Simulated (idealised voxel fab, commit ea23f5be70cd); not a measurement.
process module | voxel double patterning
cross-section cut | 160 nm wide | cells 5 nm
A cross-section is a grid of square cells, given in bands from the top down. A band is one or more rows of cells.
Each band's line starts with the height of the band's top and of its bottom, in nm. Then come its materials from left to right, each with its width in nm. One material with "throughout" fills the band from edge to edge. "air" is empty space.
Height 0 is the level under which the wafer as received is all one material. The lowest band goes on downwards, as in "0 down".
A width such as "30 to 40" changes by the same amount from each row of cells to the next, from the band's top row to its bottom row.
"no change" after a step means that no cell of the cross-section changed.
closed voids: empty space of 8 cells or more with no open way to the top, each as width x height at its distance from the left edge, in nm
after a step's settings: what the simulator itself notes on the step
overlay nm, on a step with a mask: how far to the right of its planned place the mask lay; to the left if negative
plan
1 op RECEIVE | material Si
2 op CONFORMAL_DEP | material SiO2 | thk nm 10
3 op DIRECTIONAL_DEP | material polySi | thk nm 15
4 op DIRECTIONAL_DEP | material SiN | thk nm 10
5 op PATTERN | tone open | mask id FIRST | material resist | width nm 15 | pitch nm 50 | thk nm 20 | overlay nm 0
6 op DIRECTIONAL_ETCH | etch materials SiN | depth nm 10
7 op STRIP | etch materials resist
8 op MASKED_ETCH | tone open | mask id SECOND | width nm 15 | pitch nm 50 | etch materials SiN | depth nm 10 | overlay nm 0
9 op DIRECTIONAL_ETCH | etch materials polySi | depth nm 5
10 op STRIP | etch materials SiN
varied across the wafers: depth nm of step 9. The plan shows the first wafer's value. All wafers start alike
first wafer as received, after step 1
  0 down: Si throughout
  closed voids: none
each wafer at the end: cells of each material gained (+) or lost (-) since it was received, then its closed voids
depth nm 5 | +64 SiO2 | +81 polySi | closed voids: none
depth nm 10 | +64 SiO2 | +66 polySi | closed voids: none
depth nm 15 | +64 SiO2 | +51 polySi | closed voids: none
depth nm 20 | +64 SiO2 | +51 polySi | closed voids: none
depth nm 25 | +64 SiO2 | +51 polySi | closed voids: none
depth nm 30 | +64 SiO2 | +51 polySi | closed voids: none
